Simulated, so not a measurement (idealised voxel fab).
process module | voxel self aligned vias
cross-section cut | 295 nm wide | cells 5 nm
A cross-section is a grid of square cells, given in bands from the top down. A band is one or more rows of cells.
Each band's line starts with the height of the band's top and of its bottom, in nm. Then come its materials from left to right, each with its width in nm. One material with "throughout" fills the band from edge to edge. "air" is empty space.
Height 0 is the level under which the wafer as received is all one material. The lowest band goes on downwards, as in "0 down".
A width such as "30 to 40" changes by the same amount from each row of cells to the next, from the band's top row to its bottom row.
"no change" after a step means that no cell of the cross-section changed.
closed voids: empty space of 8 cells or more with no open way to the top, each as width x height at its distance from the left edge, in nm
after a step's settings: what the simulator itself notes on the step
overlay nm, on a step with a mask: how far to the right of its planned place the mask lay; to the left if negative
plan
1 op RECEIVE | material Si
2 op CONFORMAL_DEP | material SiO2 | thk nm 10
3 op CONFORMAL_DEP | material SiCN | thk nm 5
4 op DIRECTIONAL_DEP | material lowk | thk nm 25
5 op DIRECTIONAL_DEP | material aC | thk nm 10
6 op PATTERN | tone open | mask id LINES | material resist | width nm 25 | pitch nm 50 | thk nm 30 | overlay nm 0
7 op DIRECTIONAL_ETCH | etch materials aC | depth nm 10
8 op STRIP | etch materials resist
9 op DIRECTIONAL_ETCH | etch materials lowk | depth nm 25
10 op STRIP | etch materials aC
11 op CONFORMAL_DEP | material TiN | thk nm 5
12 op FILL_DEP | material Ru | thk nm 5
13 op CMP | height nm 40
14 op SELECTIVE_ETCH | etch materials W Ru TiN | depth nm 5
15 op FILL_DEP | material SiN | thk nm 10
16 op CMP | height nm 40
17 op DIRECTIONAL_DEP | material lowk | thk nm 15
18 op PATTERN | tone open | mask id VIAS | material resist | width nm 35 | thk nm 15 | overlay nm 0
19 op DIRECTIONAL_ETCH | etch materials lowk | depth nm 15
20 op DIRECTIONAL_ETCH | etch materials SiN | depth nm 5
21 op STRIP | etch materials resist
22 op CONFORMAL_DEP | material TiN | thk nm 5
23 op FILL_DEP | material Cu | thk nm 10
24 op CMP | height nm 55
25 op CONFORMAL_DEP | material SiCN | thk nm 5
first wafer, as planned
as received, after step 1
  0 down: Si throughout
  closed voids: none
after step 2
  10 to 0: SiO2 throughout
  below 0: unchanged
after step 3
  15 to 10: SiCN throughout
  below 10: unchanged
after step 4
  40 to 15: lowk throughout
  below 15: unchanged
after step 5
  50 to 40: aC throughout
  below 40: unchanged
after step 6
  80 to 50: resist 110 | air 25 | resist 25 | air 25 | resist 110
  below 50: unchanged
after step 7
  70 to 50: resist 110 | air 25 | resist 25 | air 25 | resist 110
  50 to 40: aC 110 | air 25 | aC 25 | air 25 | aC 110
  below 40: unchanged
after step 8
  50 to 40: aC 110 | air 25 | aC 25 | air 25 | aC 110
  below 40: unchanged
after step 9
  50 to 40: aC 110 | air 25 | aC 25 | air 25 | aC 110
  40 to 15: lowk 110 | air 25 | lowk 25 | air 25 | lowk 110
  below 15: unchanged
after step 10
  40 to 15: lowk 110 | air 25 | lowk 25 | air 25 | lowk 110
  below 15: unchanged
after step 11
  45 to 40: TiN 115 | air 15 | TiN 35 | air 15 | TiN 115
  40 to 20: lowk 110 | TiN 5 | air 15 | TiN 5 | lowk 25 | TiN 5 | air 15 | TiN 5 | lowk 110
  20 to 15: lowk 110 | TiN 25 | lowk 25 | TiN 25 | lowk 110
  below 15: unchanged
after step 12
  50 to 45: Ru throughout
  45 to 40: TiN 115 | Ru 15 | TiN 35 | Ru 15 | TiN 115
  40 to 20: lowk 110 | TiN 5 | Ru 15 | TiN 5 | lowk 25 | TiN 5 | Ru 15 | TiN 5 | lowk 110
  below 20: unchanged
after step 13
  40 to 20: lowk 110 | TiN 5 | Ru 15 | TiN 5 | lowk 25 | TiN 5 | Ru 15 | TiN 5 | lowk 110
  below 20: unchanged
after step 14
  40 to 35: lowk 110 | air 25 | lowk 25 | air 25 | lowk 110
  below 35: unchanged
after step 15
  50 to 40: SiN throughout
  40 to 35: lowk 110 | SiN 25 | lowk 25 | SiN 25 | lowk 110
  below 35: unchanged
after step 16
  40 to 35: lowk 110 | SiN 25 | lowk 25 | SiN 25 | lowk 110
  below 35: unchanged
after step 17
  55 to 40: lowk throughout
  below 40: unchanged
after step 18
  70 to 55: resist 105 | air 35 | resist 155
  below 55: unchanged
after step 19
  70 to 55: resist 105 | air 35 | resist 155
  55 to 40: lowk 105 | air 35 | lowk 155
  below 40: unchanged
after step 20
  70 to 55: resist 105 | air 35 | resist 155
  55 to 40: lowk 105 | air 35 | lowk 155
  40 to 35: lowk 110 | air 25 | lowk 25 | SiN 25 | lowk 110
  below 35: unchanged
after step 21
  55 to 40: lowk 105 | air 35 | lowk 155
  below 40: unchanged
after step 22
  60 to 55: TiN 110 | air 25 | TiN 160
  55 to 45: lowk 105 | TiN 5 | air 25 | TiN 5 | lowk 155
  45 to 40: lowk 105 | TiN 10 | air 15 | TiN 10 | lowk 155
  40 to 35: lowk 110 | TiN 25 | lowk 25 | SiN 25 | lowk 110
  below 35: unchanged
after step 23
  70 to 60: Cu throughout
  60 to 55: TiN 110 | Cu 25 | TiN 160
  55 to 45: lowk 105 | TiN 5 | Cu 25 | TiN 5 | lowk 155
  45 to 40: lowk 105 | TiN 10 | Cu 15 | TiN 10 | lowk 155
  below 40: unchanged
after step 24
  55 to 45: lowk 105 | TiN 5 | Cu 25 | TiN 5 | lowk 155
  below 45: unchanged
after step 25
  60 to 55: SiCN throughout
  below 55: unchanged
second wafer: like start, like plan, one mistake. Through step 2 it matches the first wafer
when step 3 should have ended
  35 to 10: lowk throughout
  below 10: unchanged
when step 4 should have ended
  40 to 35: SiCN throughout
  below 35: unchanged
when step 5 should have ended
  50 to 40: aC throughout
  below 40: unchanged
when step 6 should have ended
  80 to 50: resist 110 | air 25 | resist 25 | air 25 | resist 110
  below 50: unchanged
when step 7 should have ended
  70 to 50: resist 110 | air 25 | resist 25 | air 25 | resist 110
  50 to 40: aC 110 | air 25 | aC 25 | air 25 | aC 110
  below 40: unchanged
when step 8 should have ended
  50 to 40: aC 110 | air 25 | aC 25 | air 25 | aC 110
  below 40: unchanged
when step 9 should have ended: no change
when step 10 should have ended
  40 to 35: SiCN throughout
  below 35: unchanged
when step 11 should have ended
  45 to 40: TiN throughout
  below 40: unchanged
when step 12 should have ended
  50 to 45: Ru throughout
  below 45: unchanged
when step 13 should have ended
  40 to 35: SiCN throughout
  below 35: unchanged
when step 14 should have ended: no change
when step 15 should have ended
  50 to 40: SiN throughout
  below 40: unchanged
when step 16 should have ended
  40 to 35: SiCN throughout
  below 35: unchanged
when step 17 should have ended
  55 to 40: lowk throughout
  below 40: unchanged
when step 18 should have ended
  70 to 55: resist 105 | air 35 | resist 155
  below 55: unchanged
when step 19 should have ended
  70 to 55: resist 105 | air 35 | resist 155
  55 to 40: lowk 105 | air 35 | lowk 155
  below 40: unchanged
when step 20 should have ended: no change
when step 21 should have ended
  55 to 40: lowk 105 | air 35 | lowk 155
  below 40: unchanged
when step 22 should have ended
  60 to 55: TiN 110 | air 25 | TiN 160
  55 to 45: lowk 105 | TiN 5 | air 25 | TiN 5 | lowk 155
  45 to 40: lowk 105 | TiN 35 | lowk 155
  below 40: unchanged
when step 23 should have ended
  70 to 60: Cu throughout
  60 to 55: TiN 110 | Cu 25 | TiN 160
  55 to 45: lowk 105 | TiN 5 | Cu 25 | TiN 5 | lowk 155
  below 45: unchanged
when step 24 should have ended
  55 to 45: lowk 105 | TiN 5 | Cu 25 | TiN 5 | lowk 155
  below 45: unchanged
when step 25 should have ended
  60 to 55: SiCN throughout
  below 55: unchanged
what went wrong: steps 3 and 4 were swapped
at the end the second wafer has, in cells: 3 fewer of Cu | 18 fewer of Ru | 5 fewer of SiN | 24 fewer of TiN | 50 more of lowk
